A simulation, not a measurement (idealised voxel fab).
Process module name: voxel transistor to metal
Displayed cross-section: cut, width of 165 nm, square cells sized 5 nm.
Bands, listed from the top down, are how a cross-section gets written in this document; the cross-section itself is a grid of square cells, and a band is one or more rows of them. Band entry format. Leading values: height of top, height of bottom, nm. Remainder: materials in left-to-right order, each with its width in nm. Special words: "throughout" on a single material, which then fills the band edge to edge; "air", empty space. Heights from 0 (as-received wafer is one material below). Bottom band endless downward, as "from 0 down". Note: "30..40" means the width goes from the first number (top row of the band) to the second number (bottom row) in equal steps per row of cells. No cell of the cross-section changed in a step that is given as "changes: none". In the "Sealed void list" entry, you get each enclosed empty space of 8 cells or more, one with no open way to the top, written width x height at distance, distance from the left edge, in nm. That trailing text on a step's line, after the settings, is the simulator's own remark on the step. overlay nm: mask offset rightward from planned place, masked step; negative means leftward offset.

# The following list gives the planned process steps
1,RECEIVE | material Si
2,CONFORMAL_DEP | material SiO2 | thk nm 5
3,CONFORMAL_DEP | material SiN | thk nm 15
4,MASKED_ETCH | tone cover | mask id ACTIVE | width nm 115 | etch materials SiN | depth nm 15 | overlay nm 0
5,MASKED_ETCH | tone cover | mask id ACTIVE | width nm 115 | etch materials SiO2 | depth nm 5 | overlay nm 0
6,MASKED_ETCH | tone cover | mask id ACTIVE | width nm 115 | etch materials Si | depth nm 20 | overlay nm 0
7,FILL_DEP | material SiO2 | thk nm 15
8,CMP | height nm 20
9,SELECTIVE_ETCH | etch materials SiO2 | depth nm 5
10,STRIP | etch materials SiN
11,SELECTIVE_ETCH | etch materials SiO2 | depth nm 5
12,OXIDIZE | depth nm 5
13,DIRECTIONAL_DEP | material polySi | thk nm 25
14,DIRECTIONAL_DEP | material SiCN | thk nm 10
15,MASKED_ETCH | tone cover | mask id GATE | width nm 15 | etch materials SiCN | depth nm 20 | overlay nm 0
16,MASKED_ETCH | tone cover | mask id GATE | width nm 15 | etch materials polySi | depth nm 35 | overlay nm 0
17,CONFORMAL_DEP | material SiO2 | thk nm 5
18,DIRECTIONAL_ETCH | etch materials SiO2 | depth nm 5
19,CONFORMAL_DEP | material SiN | thk nm 10
20,DIRECTIONAL_ETCH | etch materials SiN | depth nm 10
21,DIRECTIONAL_ETCH | etch materials SiO2 | depth nm 5
22,DIRECTIONAL_ETCH | etch materials Si | depth nm 5
23,EPI | material nSi | thk nm 10
24,FILL_DEP | material SiO2 | thk nm 10
25,CMP | height nm 35
26,DIRECTIONAL_DEP | material SiO2 | thk nm 15
27,PATTERN | tone open | mask id CONTACT | material resist | width nm 20 | pitch nm 75 | thk nm 20 | overlay nm 0
28,DIRECTIONAL_ETCH | etch materials SiO2 | depth nm 50
29,STRIP | etch materials resist
30,CONFORMAL_DEP | material TiN | thk nm 5
31,FILL_DEP | material Ru | thk nm 10
32,CMP | height nm 50
33,CONFORMAL_DEP | material SiN | thk nm 5
34,DIRECTIONAL_DEP | material lowk | thk nm 15
35,PATTERN | tone open | mask id METAL_1 | material resist | width nm 20 | pitch nm 75 | thk nm 15 | overlay nm 0
36,DIRECTIONAL_ETCH | etch materials lowk | depth nm 15
37,DIRECTIONAL_ETCH | etch materials SiN | depth nm 5
38,STRIP | etch materials resist
39,CONFORMAL_DEP | material TiN | thk nm 5
40,FILL_DEP | material Ru | thk nm 5
41,CMP | height nm 70
42,CONFORMAL_DEP | material SiCN | thk nm 5
43,DIRECTIONAL_DEP | material lowk | thk nm 25
44,MASKED_ETCH | tone open | mask id METAL_2_HOLES | width nm 15 | pitch nm 75 | etch materials lowk | depth nm 25 | overlay nm 0
45,DIRECTIONAL_DEP | material aC | thk nm 10
46,PATTERN | tone open | mask id METAL_2 | material resist | width nm 20 | pitch nm 75 | thk nm 25 | overlay nm 0
47,DIRECTIONAL_ETCH | etch materials aC | depth nm 10
48,STRIP | etch materials resist
49,DIRECTIONAL_ETCH | etch materials lowk | depth nm 15
50,DIRECTIONAL_ETCH | etch materials SiCN | depth nm 5
51,STRIP | etch materials aC
52,CONFORMAL_DEP | material TiN | thk nm 5
53,FILL_DEP | material Ru | thk nm 10
54,CMP | height nm 100
55,CONFORMAL_DEP | material SiCN | thk nm 5

# On the first of the two wafers: run conducted according to plan

# Wafer at receipt (post step 1), cross-section
  from 0 down  Si throughout
  Sealed void list: none

# The wafer in cross-section once step 2 is complete
  from 5 to 0  SiO2 throughout
  Beneath the level 0, the cross-section is identical to its previous state.

# The wafer in cross-section once step 3 is complete
  from 20 to 5  SiN throughout
  Beneath the level 5, the cross-section is identical to its previous state.

# The wafer in cross-section once step 4 is complete
  from 20 to 5  air=25  SiN=115  air=25
  Beneath the level 5, the cross-section is identical to its previous state.

# The wafer in cross-section once step 5 is complete
  from 20 to 5  air=25  SiN=115  air=25
  from 5 to 0  air=25  SiO2=115  air=25
  Beneath the level 0, the cross-section is identical to its previous state.

# The wafer in cross-section once step 6 is complete
  from 20 to 5  air=25  SiN=115  air=25
  from 5 to 0  air=25  SiO2=115  air=25
  from 0 to -20  air=25  Si=115  air=25
  Beneath the level -20, the cross-section is identical to its previous state.

# The wafer in cross-section once step 7 is complete
  from 35 to 20  SiO2 throughout
  from 20 to 5  SiO2=25  SiN=115  SiO2=25
  from 5 to 0  SiO2 throughout
  from 0 to -20  SiO2=25  Si=115  SiO2=25
  Beneath the level -20, the cross-section is identical to its previous state.

# The wafer in cross-section once step 8 is complete
  from 20 to 5  SiO2=25  SiN=115  SiO2=25
  Beneath the level 5, the cross-section is identical to its previous state.

# The wafer in cross-section once step 9 is complete
  from 20 to 15  air=25  SiN=115  air=25
  Beneath the level 15, the cross-section is identical to its previous state.

# The wafer in cross-section once step 10 is complete
  from 15 to 5  SiO2=25  air=115  SiO2=25
  Beneath the level 5, the cross-section is identical to its previous state.

# The wafer in cross-section once step 11 is complete
  from 10 to 0  SiO2=20  air=125  SiO2=20
  Beneath the level 0, the cross-section is identical to its previous state.

# The wafer in cross-section once step 12 is complete
  from 10 to 0  SiO2=20  air=125  SiO2=20
  from 0 to -5  SiO2 throughout
  Beneath the level -5, the cross-section is identical to its previous state.

# The wafer in cross-section once step 13 is complete
  from 35 to 25  polySi=20  air=125  polySi=20
  from 25 to 10  polySi throughout
  from 10 to 0  SiO2=20  polySi=125  SiO2=20
  Beneath the level 0, the cross-section is identical to its previous state.

# The wafer in cross-section once step 14 is complete
  from 45 to 35  SiCN=20  air=125  SiCN=20
  from 35 to 25  polySi=20  SiCN=125  polySi=20
  Beneath the level 25, the cross-section is identical to its previous state.

# The wafer in cross-section once step 15 is complete
  from 35 to 25  polySi=20  air=55  SiCN=15  air=55  polySi=20
  Beneath the level 25, the cross-section is identical to its previous state.

# The wafer in cross-section once step 16 is complete
  from 35 to 25  air=75  SiCN=15  air=75
  from 25 to 10  air=75  polySi=15  air=75
  from 10 to 0  SiO2=20  air=55  polySi=15  air=55  SiO2=20
  Beneath the level 0, the cross-section is identical to its previous state.

# The wafer in cross-section once step 17 is complete
  from 40 to 35  air=70  SiO2=25  air=70
  from 35 to 25  air=70  SiO2=5  SiCN=15  SiO2=5  air=70
  from 25 to 15  air=70  SiO2=5  polySi=15  SiO2=5  air=70
  from 15 to 5  SiO2=25  air=45  SiO2=5  polySi=15  SiO2=5  air=45  SiO2=25
  from 5 to 0  SiO2=75  polySi=15  SiO2=75
  Beneath the level 0, the cross-section is identical to its previous state.

# The wafer in cross-section once step 18 is complete
  from 35 to 25  air=70  SiO2=5  SiCN=15  SiO2=5  air=70
  from 25 to 10  air=70  SiO2=5  polySi=15  SiO2=5  air=70
  from 10 to 0  SiO2=25  air=45  SiO2=5  polySi=15  SiO2=5  air=45  SiO2=25
  Beneath the level 0, the cross-section is identical to its previous state.

# The wafer in cross-section once step 19 is complete
  from 45 to 35  air=60  SiN=45  air=60
  from 35 to 25  air=60  SiN=10  SiO2=5  SiCN=15  SiO2=5  SiN=10  air=60
  from 25 to 20  air=60  SiN=10  SiO2=5  polySi=15  SiO2=5  SiN=10  air=60
  from 20 to 10  SiN=35  air=25  SiN=10  SiO2=5  polySi=15  SiO2=5  SiN=10  air=25  SiN=35
  from 10 to 0  SiO2=25  SiN=45  SiO2=5  polySi=15  SiO2=5  SiN=45  SiO2=25
  Beneath the level 0, the cross-section is identical to its previous state.

# The wafer in cross-section once step 20 is complete
  from 35 to 25  air=60  SiN=10  SiO2=5  SiCN=15  SiO2=5  SiN=10  air=60
  from 25 to 10  air=60  SiN=10  SiO2=5  polySi=15  SiO2=5  SiN=10  air=60
  from 10 to 0  SiO2=25  SiN=10  air=25  SiN=10  SiO2=5  polySi=15  SiO2=5  SiN=10  air=25  SiN=10  SiO2=25
  Beneath the level 0, the cross-section is identical to its previous state.

# The wafer in cross-section once step 21 is complete
  from 35 to 30  air=60  SiN=10  air=5  SiCN=15  air=5  SiN=10  air=60
  from 30 to 25  air=60  SiN=10  SiO2=5  SiCN=15  SiO2=5  SiN=10  air=60
  from 25 to 10  air=60  SiN=10  SiO2=5  polySi=15  SiO2=5  SiN=10  air=60
  from 10 to 5  air=25  SiN=10  air=25  SiN=10  SiO2=5  polySi=15  SiO2=5  SiN=10  air=25  SiN=10  air=25
  from 5 to 0  SiO2=25  SiN=10  air=25  SiN=10  SiO2=5  polySi=15  SiO2=5  SiN=10  air=25  SiN=10  SiO2=25
  from 0 to -5  SiO2=35  air=25  SiO2=45  air=25  SiO2=35
  Beneath the level -5, the cross-section is identical to its previous state.

# The wafer in cross-section once step 22 is complete
  from 35 to 30  air=60  SiN=10  air=5  SiCN=15  air=5  SiN=10  air=60
  from 30 to 25  air=60  SiN=10  SiO2=5  SiCN=15  SiO2=5  SiN=10  air=60
  from 25 to 10  air=60  SiN=10  SiO2=5  polySi=15  SiO2=5  SiN=10  air=60
  from 10 to 5  air=25  SiN=10  air=25  SiN=10  SiO2=5  polySi=15  SiO2=5  SiN=10  air=25  SiN=10  air=25
  from 5 to 0  SiO2=25  SiN=10  air=25  SiN=10  SiO2=5  polySi=15  SiO2=5  SiN=10  air=25  SiN=10  SiO2=25
  from 0 to -5  SiO2=35  air=25  SiO2=45  air=25  SiO2=35
  from -5 to -10  SiO2=25  Si=10  air=25  Si=45  air=25  Si=10  SiO2=25
  Beneath the level -10, the cross-section is identical to its previous state.

# The wafer in cross-section once step 23 is complete
  from 35 to 30  air=60  SiN=10  air=5  SiCN=15  air=5  SiN=10  air=60
  from 30 to 25  air=60  SiN=10  SiO2=5  SiCN=15  SiO2=5  SiN=10  air=60
  from 25 to 10  air=60  SiN=10  SiO2=5  polySi=15  SiO2=5  SiN=10  air=60
  from 10 to 5  air=25  SiN=10  air=25  SiN=10  SiO2=5  polySi=15  SiO2=5  SiN=10  air=25  SiN=10  air=25
  from 5 to 0  SiO2=25  SiN=10  nSi=10  air=5  nSi=10  SiN=10  SiO2=5  polySi=15  SiO2=5  SiN=10  nSi=10  air=5  nSi=10  SiN=10  SiO2=25
  from 0 to -5  SiO2=35  nSi=25  SiO2=45  nSi=25  SiO2=35
  from -5 to -10  SiO2=25  Si=10  nSi=25  Si=45  nSi=25  Si=10  SiO2=25
  Beneath the level -10, the cross-section is identical to its previous state.

# The wafer in cross-section once step 24 is complete
  from 45 to 35  SiO2 throughout
  from 35 to 25  SiO2=60  SiN=10  SiO2=5  SiCN=15  SiO2=5  SiN=10  SiO2=60
  from 25 to 10  SiO2=60  SiN=10  SiO2=5  polySi=15  SiO2=5  SiN=10  SiO2=60
  from 10 to 5  SiO2=25  SiN=10  SiO2=25  SiN=10  SiO2=5  polySi=15  SiO2=5  SiN=10  SiO2=25  SiN=10  SiO2=25
  from 5 to 0  SiO2=25  SiN=10  nSi=10  SiO2=5  nSi=10  SiN=10  SiO2=5  polySi=15  SiO2=5  SiN=10  nSi=10  SiO2=5  nSi=10  SiN=10  SiO2=25
  Beneath the level 0, the cross-section is identical to its previous state.

# The wafer in cross-section once step 25 is complete
  from 35 to 25  SiO2=60  SiN=10  SiO2=5  SiCN=15  SiO2=5  SiN=10  SiO2=60
  Beneath the level 25, the cross-section is identical to its previous state.

# The wafer in cross-section once step 26 is complete
  from 50 to 35  SiO2 throughout
  Beneath the level 35, the cross-section is identical to its previous state.

# The wafer in cross-section once step 27 is complete
  from 70 to 50  resist=35  air=20  resist=55  air=20  resist=35
  Beneath the level 50, the cross-section is identical to its previous state.

# The wafer in cross-section once step 28 is complete
  from 70 to 50  resist=35  air=20  resist=55  air=20  resist=35
  from 50 to 35  SiO2=35  air=20  SiO2=55  air=20  SiO2=35
  from 35 to 25  SiO2=35  air=20  SiO2=5  SiN=10  SiO2=5  SiCN=15  SiO2=5  SiN=10  SiO2=5  air=20  SiO2=35
  from 25 to 10  SiO2=35  air=20  SiO2=5  SiN=10  SiO2=5  polySi=15  SiO2=5  SiN=10  SiO2=5  air=20  SiO2=35
  from 10 to 5  SiO2=25  SiN=10  air=20  SiO2=5  SiN=10  SiO2=5  polySi=15  SiO2=5  SiN=10  SiO2=5  air=20  SiN=10  SiO2=25
  from 5 to 0  SiO2=25  SiN=10  nSi=10  air=5  nSi=10  SiN=10  SiO2=5  polySi=15  SiO2=5  SiN=10  nSi=10  air=5  nSi=10  SiN=10  SiO2=25
  Beneath the level 0, the cross-section is identical to its previous state.

# The wafer in cross-section once step 29 is complete
  from 50 to 35  SiO2=35  air=20  SiO2=55  air=20  SiO2=35
  Beneath the level 35, the cross-section is identical to its previous state.

# The wafer in cross-section once step 30 is complete
  from 55 to 50  TiN=40  air=10  TiN=65  air=10  TiN=40
  from 50 to 35  SiO2=35  TiN=5  air=10  TiN=5  SiO2=55  TiN=5  air=10  TiN=5  SiO2=35
  from 35 to 25  SiO2=35  TiN=5  air=10  TiN=5  SiO2=5  SiN=10  SiO2=5  SiCN=15  SiO2=5  SiN=10  SiO2=5  TiN=5  air=10  TiN=5  SiO2=35
  from 25 to 10  SiO2=35  TiN=5  air=10  TiN=5  SiO2=5  SiN=10  SiO2=5  polySi=15  SiO2=5  SiN=10  SiO2=5  TiN=5  air=10  TiN=5  SiO2=35
  from 10 to 5  SiO2=25  SiN=10  TiN=20  SiO2=5  SiN=10  SiO2=5  polySi=15  SiO2=5  SiN=10  SiO2=5  TiN=20  SiN=10  SiO2=25
  from 5 to 0  SiO2=25  SiN=10  nSi=10  TiN=5  nSi=10  SiN=10  SiO2=5  polySi=15  SiO2=5  SiN=10  nSi=10  TiN=5  nSi=10  SiN=10  SiO2=25
  Beneath the level 0, the cross-section is identical to its previous state.

# The wafer in cross-section once step 31 is complete
  from 65 to 55  Ru throughout
  from 55 to 50  TiN=40  Ru=10  TiN=65  Ru=10  TiN=40
  from 50 to 35  SiO2=35  TiN=5  Ru=10  TiN=5  SiO2=55  TiN=5  Ru=10  TiN=5  SiO2=35
  from 35 to 25  SiO2=35  TiN=5  Ru=10  TiN=5  SiO2=5  SiN=10  SiO2=5  SiCN=15  SiO2=5  SiN=10  SiO2=5  TiN=5  Ru=10  TiN=5  SiO2=35
  from 25 to 10  SiO2=35  TiN=5  Ru=10  TiN=5  SiO2=5  SiN=10  SiO2=5  polySi=15  SiO2=5  SiN=10  SiO2=5  TiN=5  Ru=10  TiN=5  SiO2=35
  Beneath the level 10, the cross-section is identical to its previous state.

# The wafer in cross-section once step 32 is complete
  from 50 to 35  SiO2=35  TiN=5  Ru=10  TiN=5  SiO2=55  TiN=5  Ru=10  TiN=5  SiO2=35
  Beneath the level 35, the cross-section is identical to its previous state.

# The wafer in cross-section once step 33 is complete
  from 55 to 50  SiN throughout
  Beneath the level 50, the cross-section is identical to its previous state.

# The wafer in cross-section once step 34 is complete
  from 70 to 55  lowk throughout
  Beneath the level 55, the cross-section is identical to its previous state.

# The wafer in cross-section once step 35 is complete
  from 85 to 70  resist=35  air=20  resist=55  air=20  resist=35
  Beneath the level 70, the cross-section is identical to its previous state.

# The wafer in cross-section once step 36 is complete
  from 85 to 70  resist=35  air=20  resist=55  air=20  resist=35
  from 70 to 55  lowk=35  air=20  lowk=55  air=20  lowk=35
  Beneath the level 55, the cross-section is identical to its previous state.

# The wafer in cross-section once step 37 is complete
  from 85 to 70  resist=35  air=20  resist=55  air=20  resist=35
  from 70 to 55  lowk=35  air=20  lowk=55  air=20  lowk=35
  from 55 to 50  SiN=35  air=20  SiN=55  air=20  SiN=35
  Beneath the level 50, the cross-section is identical to its previous state.

# The wafer in cross-section once step 38 is complete
  from 70 to 55  lowk=35  air=20  lowk=55  air=20  lowk=35
  Beneath the level 55, the cross-section is identical to its previous state.

# The wafer in cross-section once step 39 is complete
  from 75 to 70  TiN=40  air=10  TiN=65  air=10  TiN=40
  from 70 to 55  lowk=35  TiN=5  air=10  TiN=5  lowk=55  TiN=5  air=10  TiN=5  lowk=35
  from 55 to 50  SiN=35  TiN=20  SiN=55  TiN=20  SiN=35
  Beneath the level 50, the cross-section is identical to its previous state.

# The wafer in cross-section once step 40 is complete
  from 80 to 75  Ru throughout
  from 75 to 70  TiN=40  Ru=10  TiN=65  Ru=10  TiN=40
  from 70 to 55  lowk=35  TiN=5  Ru=10  TiN=5  lowk=55  TiN=5  Ru=10  TiN=5  lowk=35
  Beneath the level 55, the cross-section is identical to its previous state.

# The wafer in cross-section once step 41 is complete
  from 70 to 55  lowk=35  TiN=5  Ru=10  TiN=5  lowk=55  TiN=5  Ru=10  TiN=5  lowk=35
  Beneath the level 55, the cross-section is identical to its previous state.

# The wafer in cross-section once step 42 is complete
  from 75 to 70  SiCN throughout
  Beneath the level 70, the cross-section is identical to its previous state.

# The wafer in cross-section once step 43 is complete
  from 100 to 75  lowk throughout
  Beneath the level 75, the cross-section is identical to its previous state.

# The wafer in cross-section once step 44 is complete
  from 100 to 75  lowk=35  air=15  lowk=60  air=15  lowk=40
  Beneath the level 75, the cross-section is identical to its previous state.

# The wafer in cross-section once step 45 is complete
  from 110 to 100  aC=35  air=15  aC=60  air=15  aC=40
  from 100 to 85  lowk=35  air=15  lowk=60  air=15  lowk=40
  from 85 to 75  lowk=35  aC=15  lowk=60  aC=15  lowk=40
  Beneath the level 75, the cross-section is identical to its previous state.

# The wafer in cross-section once step 46 is complete
  from 135 to 110  resist=35  air=20  resist=55  air=20  resist=35
  Beneath the level 110, the cross-section is identical to its previous state.

# The wafer in cross-section once step 47 is complete
  from 125 to 110  resist=35  air=20  resist=55  air=20  resist=35
  from 110 to 100  aC=35  air=20  aC=55  air=20  aC=35
  from 100 to 75  lowk=35  air=15  lowk=60  air=15  lowk=40
  Beneath the level 75, the cross-section is identical to its previous state.

# The wafer in cross-section once step 48 is complete
  from 110 to 100  aC=35  air=20  aC=55  air=20  aC=35
  Beneath the level 100, the cross-section is identical to its previous state.

# The wafer in cross-section once step 49 is complete
  from 110 to 100  aC=35  air=20  aC=55  air=20  aC=35
  from 100 to 85  lowk=35  air=20  lowk=55  air=20  lowk=35
  Beneath the level 85, the cross-section is identical to its previous state.

# The wafer in cross-section once step 50 is complete
  from 110 to 100  aC=35  air=20  aC=55  air=20  aC=35
  from 100 to 85  lowk=35  air=20  lowk=55  air=20  lowk=35
  from 85 to 75  lowk=35  air=15  lowk=60  air=15  lowk=40
  from 75 to 70  SiCN=35  air=15  SiCN=60  air=15  SiCN=40
  Beneath the level 70, the cross-section is identical to its previous state.

# The wafer in cross-section once step 51 is complete
  from 100 to 85  lowk=35  air=20  lowk=55  air=20  lowk=35
  Beneath the level 85, the cross-section is identical to its previous state.

# The wafer in cross-section once step 52 is complete
  from 105 to 100  TiN=40  air=10  TiN=65  air=10  TiN=40
  from 100 to 90  lowk=35  TiN=5  air=10  TiN=5  lowk=55  TiN=5  air=10  TiN=5  lowk=35
  from 90 to 85  lowk=35  TiN=5  air=5  TiN=10  lowk=55  TiN=5  air=5  TiN=10  lowk=35
  from 85 to 75  lowk=35  TiN=5  air=5  TiN=5  lowk=60  TiN=5  air=5  TiN=5  lowk=40
  from 75 to 70  SiCN=35  TiN=15  SiCN=60  TiN=15  SiCN=40
  Beneath the level 70, the cross-section is identical to its previous state.

# The wafer in cross-section once step 53 is complete
  from 115 to 105  Ru throughout
  from 105 to 100  TiN=40  Ru=10  TiN=65  Ru=10  TiN=40
  from 100 to 90  lowk=35  TiN=5  Ru=10  TiN=5  lowk=55  TiN=5  Ru=10  TiN=5  lowk=35
  from 90 to 85  lowk=35  TiN=5  Ru=5  TiN=10  lowk=55  TiN=5  Ru=5  TiN=10  lowk=35
  from 85 to 75  lowk=35  TiN=5  Ru=5  TiN=5  lowk=60  TiN=5  Ru=5  TiN=5  lowk=40
  Beneath the level 75, the cross-section is identical to its previous state.

# The wafer in cross-section once step 54 is complete
  from 100 to 90  lowk=35  TiN=5  Ru=10  TiN=5  lowk=55  TiN=5  Ru=10  TiN=5  lowk=35
  Beneath the level 90, the cross-section is identical to its previous state.

# The wafer in cross-section once step 55 is complete
  from 105 to 100  SiCN throughout
  Beneath the level 100, the cross-section is identical to its previous state.

# It is to be noted that the second wafer proceeded from the same initial state and according to the same plan as the first, although one mistake was committed in its execution; through step 34, inclusive, the two wafers share an identical history

# Second wafer, section view, time point: scheduled end of step 35
  from 85 to 70  resist=30  air=20  resist=55  air=20  resist=40
  Beneath the level 70, the cross-section is identical to its previous state.

# Second wafer, section view, time point: scheduled end of step 36
  from 85 to 70  resist=30  air=20  resist=55  air=20  resist=40
  from 70 to 55  lowk=30  air=20  lowk=55  air=20  lowk=40
  Beneath the level 55, the cross-section is identical to its previous state.

# Second wafer, section view, time point: scheduled end of step 37
  from 85 to 70  resist=30  air=20  resist=55  air=20  resist=40
  from 70 to 55  lowk=30  air=20  lowk=55  air=20  lowk=40
  from 55 to 50  SiN=30  air=20  SiN=55  air=20  SiN=40
  Beneath the level 50, the cross-section is identical to its previous state.

# Second wafer, section view, time point: scheduled end of step 38
  from 70 to 55  lowk=30  air=20  lowk=55  air=20  lowk=40
  Beneath the level 55, the cross-section is identical to its previous state.

# Second wafer, section view, time point: scheduled end of step 39
  from 75 to 70  TiN=35  air=10  TiN=65  air=10  TiN=45
  from 70 to 55  lowk=30  TiN=5  air=10  TiN=5  lowk=55  TiN=5  air=10  TiN=5  lowk=40
  from 55 to 50  SiN=30  TiN=20  SiN=55  TiN=20  SiN=40
  Beneath the level 50, the cross-section is identical to its previous state.

# Second wafer, section view, time point: scheduled end of step 40
  from 80 to 75  Ru throughout
  from 75 to 70  TiN=35  Ru=10  TiN=65  Ru=10  TiN=45
  from 70 to 55  lowk=30  TiN=5  Ru=10  TiN=5  lowk=55  TiN=5  Ru=10  TiN=5  lowk=40
  Beneath the level 55, the cross-section is identical to its previous state.

# Second wafer, section view, time point: scheduled end of step 41
  from 70 to 55  lowk=30  TiN=5  Ru=10  TiN=5  lowk=55  TiN=5  Ru=10  TiN=5  lowk=40
  Beneath the level 55, the cross-section is identical to its previous state.

# Second wafer, section view, time point: scheduled end of step 42
  from 75 to 70  SiCN throughout
  Beneath the level 70, the cross-section is identical to its previous state.

# Second wafer, section view, time point: scheduled end of step 43
  from 100 to 75  lowk throughout
  Beneath the level 75, the cross-section is identical to its previous state.

# Second wafer, section view, time point: scheduled end of step 44
  from 100 to 75  lowk=35  air=15  lowk=60  air=15  lowk=40
  Beneath the level 75, the cross-section is identical to its previous state.

# Second wafer, section view, time point: scheduled end of step 45
  from 110 to 100  aC=35  air=15  aC=60  air=15  aC=40
  from 100 to 85  lowk=35  air=15  lowk=60  air=15  lowk=40
  from 85 to 75  lowk=35  aC=15  lowk=60  aC=15  lowk=40
  Beneath the level 75, the cross-section is identical to its previous state.

# Second wafer, section view, time point: scheduled end of step 46
  from 135 to 110  resist=35  air=20  resist=55  air=20  resist=35
  Beneath the level 110, the cross-section is identical to its previous state.

# Second wafer, section view, time point: scheduled end of step 47
  from 125 to 110  resist=35  air=20  resist=55  air=20  resist=35
  from 110 to 100  aC=35  air=20  aC=55  air=20  aC=35
  from 100 to 75  lowk=35  air=15  lowk=60  air=15  lowk=40
  Beneath the level 75, the cross-section is identical to its previous state.

# Second wafer, section view, time point: scheduled end of step 48
  from 110 to 100  aC=35  air=20  aC=55  air=20  aC=35
  Beneath the level 100, the cross-section is identical to its previous state.

# Second wafer, section view, time point: scheduled end of step 49
  from 110 to 100  aC=35  air=20  aC=55  air=20  aC=35
  from 100 to 85  lowk=35  air=20  lowk=55  air=20  lowk=35
  Beneath the level 85, the cross-section is identical to its previous state.

# Second wafer, section view, time point: scheduled end of step 50
  from 110 to 100  aC=35  air=20  aC=55  air=20  aC=35
  from 100 to 85  lowk=35  air=20  lowk=55  air=20  lowk=35
  from 85 to 75  lowk=35  air=15  lowk=60  air=15  lowk=40
  from 75 to 70  SiCN=35  air=15  SiCN=60  air=15  SiCN=40
  Beneath the level 70, the cross-section is identical to its previous state.

# Second wafer, section view, time point: scheduled end of step 51
  from 100 to 85  lowk=35  air=20  lowk=55  air=20  lowk=35
  Beneath the level 85, the cross-section is identical to its previous state.

# Second wafer, section view, time point: scheduled end of step 52
  from 105 to 100  TiN=40  air=10  TiN=65  air=10  TiN=40
  from 100 to 90  lowk=35  TiN=5  air=10  TiN=5  lowk=55  TiN=5  air=10  TiN=5  lowk=35
  from 90 to 85  lowk=35  TiN=5  air=5  TiN=10  lowk=55  TiN=5  air=5  TiN=10  lowk=35
  from 85 to 75  lowk=35  TiN=5  air=5  TiN=5  lowk=60  TiN=5  air=5  TiN=5  lowk=40
  from 75 to 70  SiCN=35  TiN=15  SiCN=60  TiN=15  SiCN=40
  Beneath the level 70, the cross-section is identical to its previous state.

# Second wafer, section view, time point: scheduled end of step 53
  from 115 to 105  Ru throughout
  from 105 to 100  TiN=40  Ru=10  TiN=65  Ru=10  TiN=40
  from 100 to 90  lowk=35  TiN=5  Ru=10  TiN=5  lowk=55  TiN=5  Ru=10  TiN=5  lowk=35
  from 90 to 85  lowk=35  TiN=5  Ru=5  TiN=10  lowk=55  TiN=5  Ru=5  TiN=10  lowk=35
  from 85 to 75  lowk=35  TiN=5  Ru=5  TiN=5  lowk=60  TiN=5  Ru=5  TiN=5  lowk=40
  Beneath the level 75, the cross-section is identical to its previous state.

# Second wafer, section view, time point: scheduled end of step 54
  from 100 to 90  lowk=35  TiN=5  Ru=10  TiN=5  lowk=55  TiN=5  Ru=10  TiN=5  lowk=35
  Beneath the level 90, the cross-section is identical to its previous state.

# Second wafer, section view, time point: scheduled end of step 55
  from 105 to 100  SiCN throughout
  Beneath the level 100, the cross-section is identical to its previous state.
The plan and the run diverged here: in deviation from the planned setting, step 35 was conducted as PATTERN | tone open | mask id METAL_1 | material resist | width nm 20 | pitch nm 75 | thk nm 15 | overlay nm -5
End check, second vs first wafer: material counts in cells match, positions do not.
